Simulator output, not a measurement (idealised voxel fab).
You're looking at the process module voxel transistor to metal.
Section cut is 295 nm wide and gridded with 5 nm square cells.
Cross-sections here: square-cell grids, written as top-down lists of bands, a band being one or more rows of cells.
Look at the band entry: it leads with the top's height and the bottom's height in nm. Then it lists the materials left to right, with a width in nm for each. The word "everywhere" on a single material says that material fills the band edge to edge. The word "blank" is empty space.
A quick word on heights: they are counted from 0, and under that level the wafer as it came to us is one material throughout. The lowest band is different from the rest in having no bottom; it simply continues downward, written as in "top 0, no bottom".
It should be noted that a width expressed as "30 to 40" varies in equal increments from row to row of cells within the band, taking the value of the first number at the top row and that of the second number at the bottom row.
"nothing changed" (step): cross-section cells unchanged, all of them.
In "Closed cavity list" the enclosed voids are listed, meaning empty spaces of 8 cells or larger without any opening to the top. The form is width x height at distance, distance from the left edge, units nm.
The remark found on a step's line after its settings is issued by the simulator itself and pertains to that step.
The line of a step may include "overlay nm". On a step with a mask, this value is how far to the right of its planned place the mask lay. A negative value means the mask lay to the left.
Below is the list of planned process steps:
1) RECEIVE: material Si
2) CONFORMAL_DEP: material SiO2, thk nm 5
3) CONFORMAL_DEP: material SiN, thk nm 15
4) PATTERN: tone cover, mask id ACTIVE, material resist, width nm 105, pitch nm 130, thk nm 20, overlay nm 0
5) DIRECTIONAL_ETCH: etch materials SiN, depth nm 15
6) DIRECTIONAL_ETCH: etch materials SiO2, depth nm 5
7) DIRECTIONAL_ETCH: etch materials Si, depth nm 30
8) STRIP: etch materials resist
9) OXIDIZE: depth nm 5
10) FILL_DEP: material SiO2, thk nm 15
11) CMP: height nm 20
12) SELECTIVE_ETCH: etch materials SiO2, depth nm 15
13) STRIP: etch materials SiN
14) SELECTIVE_ETCH: etch materials SiO2, depth nm 5
15) OXIDIZE: depth nm 5
16) DIRECTIONAL_DEP: material polySi, thk nm 25
17) DIRECTIONAL_DEP: material SiCN, thk nm 15
18) DIRECTIONAL_DEP: material aC, thk nm 10
19) PATTERN: tone cover, mask id GATE, material resist, width nm 25, pitch nm 130, thk nm 25, overlay nm 0
20) DIRECTIONAL_ETCH: etch materials aC, depth nm 10
21) STRIP: etch materials resist
22) DIRECTIONAL_ETCH: etch materials SiCN, depth nm 25
23) DIRECTIONAL_ETCH: etch materials polySi, depth nm 35
24) STRIP: etch materials aC
25) CONFORMAL_DEP: material SiN, thk nm 5
26) DIRECTIONAL_ETCH: etch materials SiN, depth nm 5
27) DIRECTIONAL_ETCH: etch materials SiO2, depth nm 5
28) DIRECTIONAL_ETCH: etch materials Si, depth nm 10
29) EPI: material nSi, thk nm 15
30) FILL_DEP: material SiO2, thk nm 5
31) CMP: height nm 40
32) DIRECTIONAL_DEP: material SiO2, thk nm 10
33) PATTERN: tone open, mask id CONTACT, material resist, width nm 30, pitch nm 65, thk nm 15, overlay nm 0
34) DIRECTIONAL_ETCH: etch materials SiO2, depth nm 50
35) STRIP: etch materials resist
36) CONFORMAL_DEP: material TiN, thk nm 5
37) FILL_DEP: material W, thk nm 5
38) CMP: height nm 50
39) DIRECTIONAL_DEP: material TiN, thk nm 5
40) DIRECTIONAL_DEP: material Ru, thk nm 15
41) MASKED_ETCH: tone cover, mask id METAL_1, width nm 15, etch materials Ru, depth nm 15, overlay nm 0
42) MASKED_ETCH: tone cover, mask id METAL_1, width nm 15, etch materials TiN, depth nm 5, overlay nm 0
43) CONFORMAL_DEP: material SiN, thk nm 5
44) FILL_DEP: material SiO2, thk nm 5
45) CMP: height nm 70
46) CONFORMAL_DEP: material SiCN, thk nm 5
47) DIRECTIONAL_DEP: material SiO2, thk nm 25
48) DIRECTIONAL_DEP: material aC, thk nm 10
49) PATTERN: tone open, mask id METAL_2, material resist, width nm 15, pitch nm 130, thk nm 30, overlay nm 0
50) DIRECTIONAL_ETCH: etch materials aC, depth nm 10
51) STRIP: etch materials resist
52) DIRECTIONAL_ETCH: etch materials SiO2, depth nm 15
53) STRIP: etch materials aC
54) MASKED_ETCH: tone open, mask id METAL_2_HOLES, width nm 15, pitch nm 130, etch materials SiO2, depth nm 10, overlay nm 0
55) MASKED_ETCH: tone open, mask id METAL_2_HOLES, width nm 15, pitch nm 130, etch materials SiCN, depth nm 5, overlay nm 0
56) CONFORMAL_DEP: material TiN, thk nm 5
57) FILL_DEP: material Ru, thk nm 10
58) CMP: height nm 100
59) CONFORMAL_DEP: material SiN, thk nm 5
As-received state of the wafer in cross-section, equivalent to post-step 1:
- top 0, no bottom = Si everywhere
- Closed cavity list: none
The plan above was carried out on the starting structure above with one mistake, and this cross-section shows the wafer at the end of the module:
- top 105, bottom 100 = SiN everywhere
- top 100, bottom 75 = SiO2 35 nm, then TiN 5 nm, then Ru 5 nm, then TiN 5 nm, then SiO2 115 nm, then TiN 5 nm, then Ru 5 nm, then TiN 5 nm, then SiO2 115 nm
- top 75, bottom 70 = SiCN 35 nm, then TiN 15 nm, then SiCN 115 nm, then TiN 15 nm, then SiCN 115 nm
- top 70, bottom 55 = SiO2 30 nm, then SiN 5 nm, then Ru 15 nm, then SiN 5 nm, then SiO2 55 nm, then SiN 5 nm, then Ru 15 nm, then SiN 5 nm, then SiO2 25 nm, then SiN 5 nm, then Ru 15 nm, then SiN 5 nm, then SiO2 55 nm, then SiN 5 nm, then Ru 15 nm, then SiN 5 nm, then SiO2 30 nm
- top 55, bottom 50 = SiN 35 nm, then TiN 15 nm, then SiN 65 nm, then TiN 15 nm, then SiN 35 nm, then TiN 15 nm, then SiN 65 nm, then TiN 15 nm, then SiN 35 nm
- top 50, bottom 40 = SiO2 35 nm, then TiN 5 nm, then W 20 nm, then TiN 5 nm, then SiO2 35 nm, then TiN 5 nm, then W 20 nm, then TiN 5 nm, then SiO2 35 nm, then TiN 5 nm, then W 20 nm, then TiN 5 nm, then SiO2 35 nm, then TiN 5 nm, then W 20 nm, then TiN 5 nm, then SiO2 35 nm
- top 40, bottom 25 = SiO2 35 nm, then TiN 5 nm, then W 20 nm, then TiN 5 nm, then SiN 5 nm, then SiCN 25 nm, then SiN 5 nm, then TiN 5 nm, then W 20 nm, then TiN 5 nm, then SiO2 35 nm, then TiN 5 nm, then W 20 nm, then TiN 5 nm, then SiN 5 nm, then SiCN 25 nm, then SiN 5 nm, then TiN 5 nm, then W 20 nm, then TiN 5 nm, then SiO2 35 nm
- top 25, bottom 15 = SiO2 35 nm, then TiN 5 nm, then W 20 nm, then TiN 5 nm, then SiN 5 nm, then polySi 25 nm, then SiN 5 nm, then TiN 5 nm, then W 20 nm, then TiN 5 nm, then SiO2 35 nm, then TiN 5 nm, then W 20 nm, then TiN 5 nm, then SiN 5 nm, then polySi 25 nm, then SiN 5 nm, then TiN 5 nm, then W 20 nm, then TiN 5 nm, then SiO2 35 nm
- top 15, bottom 10 = SiO2 35 nm, then TiN 5 nm, then W 5 nm, then TiN 20 nm, then SiN 5 nm, then polySi 25 nm, then SiN 5 nm, then TiN 20 nm, then W 5 nm, then TiN 5 nm, then SiO2 35 nm, then TiN 5 nm, then W 5 nm, then TiN 20 nm, then SiN 5 nm, then polySi 25 nm, then SiN 5 nm, then TiN 20 nm, then W 5 nm, then TiN 5 nm, then SiO2 35 nm
- top 10, bottom 5 = SiO2 35 nm, then TiN 15 nm, then nSi 15 nm, then SiN 5 nm, then polySi 25 nm, then SiN 5 nm, then nSi 15 nm, then TiN 15 nm, then SiO2 35 nm, then TiN 15 nm, then nSi 15 nm, then SiN 5 nm, then polySi 25 nm, then SiN 5 nm, then nSi 15 nm, then TiN 15 nm, then SiO2 35 nm
- top 5, bottom 0 = SiO2 30 nm, then nSi 35 nm, then SiN 5 nm, then polySi 25 nm, then SiN 5 nm, then nSi 35 nm, then SiO2 25 nm, then nSi 35 nm, then SiN 5 nm, then polySi 25 nm, then SiN 5 nm, then nSi 35 nm, then SiO2 30 nm
- top 0, bottom -5 = SiO2 25 nm, then SiN 10 nm, then nSi 30 nm, then SiO2 35 nm, then nSi 30 nm, then SiN 10 nm, then SiO2 15 nm, then SiN 10 nm, then nSi 30 nm, then SiO2 35 nm, then nSi 30 nm, then SiN 10 nm, then SiO2 25 nm
- top -5, bottom -10 = SiO2 40 nm, then nSi 25 nm, then Si 35 nm, then nSi 25 nm, then SiO2 45 nm, then nSi 25 nm, then Si 35 nm, then nSi 25 nm, then SiO2 40 nm
- top -10, bottom -15 = SiO2 35 nm, then Si 5 nm, then nSi 25 nm, then Si 35 nm, then nSi 25 nm, then Si 5 nm, then SiO2 35 nm, then Si 5 nm, then nSi 25 nm, then Si 35 nm, then nSi 25 nm, then Si 5 nm, then SiO2 35 nm
- top -15, bottom -35 = SiO2 35 nm, then Si 95 nm, then SiO2 35 nm, then Si 95 nm, then SiO2 35 nm
- top -35, no bottom = Si everywhere
- Closed cavity list: none
Against the plan, the run slipped here: the run left out plan step 2 entirely, so it was never executed
